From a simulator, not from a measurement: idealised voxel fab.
This is a process module. Its name is voxel spacer lines.
Cross-section cut: width 300 nm, square cells of 5 nm.
Throughout this document, each cross-section is represented as a grid of square cells and is presented as a sequence of bands enumerated from the top downward, where a band comprises one or more rows of cells.
The entry gives the band's vertical extent as a top height and a bottom height in nm, then its horizontal make-up as materials from left to right, each with a width in nm. "air" stands for empty space; a single material marked "full width" fills the band edge to edge.
It should be noted that heights are counted from 0, beneath which the wafer as supplied is of one material throughout, and that the lowest band possesses no lower boundary but continues downward, as written in "from 0 down".
So if you see something like "30 to 40" for the width, read it as the top row of the band sitting at the first number and the bottom row at the second, with every row in between moving by the same amount as the last.
The cross-section has no changed cell in any step marked "left unchanged".
Voids not open to the top, 8 cells minimum: see "Closed empty spaces". Written width x height at distance; distance is from the left edge; nm.
On a step's line, text after the settings is the simulator commenting on that step.
overlay nm: where the mask lay relative to plan, measured to the right, on steps with a mask; negatives go left.

Process steps (planned):
1. RECEIVE (material Si)
2. CONFORMAL_DEP (material Al2O3; thk nm 5)
3. DIRECTIONAL_DEP (material TiN; thk nm 15)
4. DIRECTIONAL_DEP (material aC; thk nm 25)
5. PATTERN (tone cover; mask id MANDREL; material resist; width nm 15; pitch nm 60; thk nm 30; overlay nm -15)
6. DIRECTIONAL_ETCH (etch materials aC; depth nm 25)
7. STRIP (etch materials resist)
8. CONFORMAL_DEP (material SiO2; thk nm 15)
9. DIRECTIONAL_ETCH (etch materials SiO2; depth nm 15)
10. STRIP (etch materials aC)
11. DIRECTIONAL_ETCH (etch materials TiN; depth nm 15)
12. STRIP (etch materials SiO2)
The wafers in this document start out alike and differ in the overlay nm applied at step 5; the plan shows the value used for the first wafer.

Cross-section: the first of several wafers in its as-received state, i.e. following step 1:
from 0 down = Si full width
Closed empty spaces: none

Per-wafer rows below. For each material: cells gained (+) or lost (-) since the wafer was received, as of end of module. Then: closed voids:
overlay nm -15 | +60 Al2O3 | +36 TiN | Closed empty spaces: none
overlay nm -10 | +60 Al2O3 | +36 TiN | Closed empty spaces: none
overlay nm -5 | +60 Al2O3 | +36 TiN | Closed empty spaces: none
overlay nm 0 | +60 Al2O3 | +36 TiN | Closed empty spaces: none
overlay nm 5 | +60 Al2O3 | +36 TiN | Closed empty spaces: none
overlay nm 10 | +60 Al2O3 | +36 TiN | Closed empty spaces: none
overlay nm 15 | +60 Al2O3 | +36 TiN | Closed empty spaces: none
